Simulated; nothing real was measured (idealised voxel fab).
The document below concerns the process module designated voxel lift off.
cross-section cut | 140 nm wide | cells 5 nm
In this document a cross-section is written as a grid of square cells. It is given as a series of bands, listed from the top down, and a band is one or more rows of cells. This entry defines a band. It first specifies the height of the band's top and the height of its bottom in nm, and then specifies the band's materials from left to right, stating each material with its width in nm. The word "throughout" identifies a single material that fills the band from edge to edge, while the word "blank" identifies empty space. Zero point of the height axis is 0; under it, received wafer = one material. Lowest band: continues down indefinitely, "from 0 down". The two numbers in a width such as "30..40" mark its ends across the band: the first belongs to the top row of cells, the second to the bottom row, and from each row to the next the width moves by the same amount. The cross-section has no changed cell in any step marked "no modification". Basically, "Closed voids list" tells you about the enclosed voids: empty spaces with no open way to the top, 8 cells or bigger, each written width x height at distance, where distance is from the left edge, all in nm. Formally, on a step line, whatever follows the settings is a remark that the simulator itself makes on the step. What "overlay nm" on a step's line means: if the step has a mask, that mask lay this far to the right of its planned place, or, when the value is negative, to the left.

### The planned process steps are enumerated hereunder
step 1: RECEIVE [material Si]
step 2: CONFORMAL_DEP [material Al2O3] [thk nm 15]
step 3: PATTERN [tone open] [mask id LINES] [material resist] [width nm 25] [pitch nm 40] [thk nm 20] [overlay nm 0]
step 4: DIRECTIONAL_DEP [material Ru] [thk nm 10]
step 5: STRIP [etch materials resist]
step 6: CONFORMAL_DEP [material SiO2] [thk nm 10]

### Incoming wafer, cross-sectional view, post step 1
  from 0 down  Si throughout
  Closed voids list: none

### The cross-section shown corresponds to the wafer at the conclusion of the module. The initial structure and the process plan are those presented above; however, one mistake occurred in executing the plan
  from 25 to 15  SiO2 throughout
  from 15 to 0  Al2O3 throughout
  from 0 down  Si throughout
  Closed voids list: none
Against the plan, the run slipped here: with respect to the plan, step 4 was omitted and not executed
